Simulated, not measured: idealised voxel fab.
Process module name: voxel ribs on slabs
Square cell edge 5 nm, section width 165 nm, ID cut.
Bands, listed from the top down, are how a cross-section gets written in this document; the cross-section itself is a grid of square cells, and a band is one or more rows of them. Within each band entry, the heights of the top and of the bottom of the band appear first, in that order and in nm; the materials of the band then follow from left to right, each with its corresponding width in nm. The designation "edge to edge" on a single material indicates that it fills the band from edge to edge; the designation "blank" indicates empty space. The reference from which all heights are counted is 0, the level beneath which the as-received wafer is entirely one material; the lowest band, having no lower bound, proceeds downward and is written after the example "0 nm and below". Graded width ("30->40"): value in top row of band = first number; value in bottom row = second number; row-to-row change constant. "no change", as given for a step, is the statement that not any cell of the cross-section underwent a change during that step. The list in "Closed void listing" covers empty spaces of 8 cells or more that cannot reach the top through any open way, and it gives each as width x height at distance; the distance is from the left edge, and width, height and distance are in nm. Heads up: the bit after the settings on a step's line is the simulator's remark on that step. The "overlay nm" setting may appear on a step's line; for a step that uses a mask, it gives how far to the right of its planned position the mask lay, and a negative value indicates the left.

Planned process steps:
- 1: RECEIVE,material Si
- 2: DIRECTIONAL_DEP,material SiO2,thk nm 30
- 3: DIRECTIONAL_DEP,material SiN,thk nm 25
- 4: MASKED_ETCH,tone cover,mask id RIB,width nm 25,etch materials SiN,depth nm 15,overlay nm 0
- 5: DIRECTIONAL_DEP,material aC,thk nm 15
- 6: PATTERN,tone cover,mask id SLAB,material resist,width nm 55,thk nm 30,overlay nm 0
- 7: DIRECTIONAL_ETCH,etch materials aC,depth nm 15
- 8: STRIP,etch materials resist
- 9: DIRECTIONAL_ETCH,etch materials SiN,depth nm 10
- 10: STRIP,etch materials aC
- 11: FILL_DEP,material SiO2,thk nm 15
- 12: CMP,height nm 65
- 13: DIRECTIONAL_DEP,material W,thk nm 5
- 14: PATTERN,tone cover,mask id HEATER,material resist,width nm 35,thk nm 20,overlay nm 0
- 15: DIRECTIONAL_ETCH,etch materials W,depth nm 5
- 16: STRIP,etch materials resist
- 17: CONFORMAL_DEP,material SiO2,thk nm 5

Delivered wafer in cross-section: state after step 1:
- 0 nm and below | Si edge to edge
- Closed void listing: none

First wafer at the end, as planned:
- 75 nm to 70 nm | 60 blank, then 45 SiO2, then 60 blank
- 70 nm to 65 nm | 65 SiO2, then 35 W, then 65 SiO2
- 65 nm to 55 nm | SiO2 edge to edge
- 55 nm to 40 nm | 70 SiO2, then 25 SiN, then 70 SiO2
- 40 nm to 30 nm | 55 SiO2, then 55 SiN, then 55 SiO2
- 30 nm to 0 nm | SiO2 edge to edge
- 0 nm and below | Si edge to edge
- Closed void listing: none

Second wafer at the end: like start, like plan, one mistake:
- 75 nm to 70 nm | 60 blank, then 45 SiO2, then 60 blank
- 70 nm to 65 nm | 65 SiO2, then 35 W, then 65 SiO2
- 65 nm to 55 nm | SiO2 edge to edge
- 55 nm to 40 nm | 60 SiO2, then 25 SiN, then 80 SiO2
- 40 nm to 30 nm | 55 SiO2, then 55 SiN, then 55 SiO2
- 30 nm to 0 nm | SiO2 edge to edge
- 0 nm and below | Si edge to edge
- Closed void listing: none
Finding, execution versus plan: step 4 deviated from plan and actually ran as MASKED_ETCH,tone cover,mask id RIB,width nm 25,etch materials SiN,depth nm 15,overlay nm -10
In the final comparison it is observed that the number of cells assigned to each material is identical for the two wafers, whereas their placement is not.
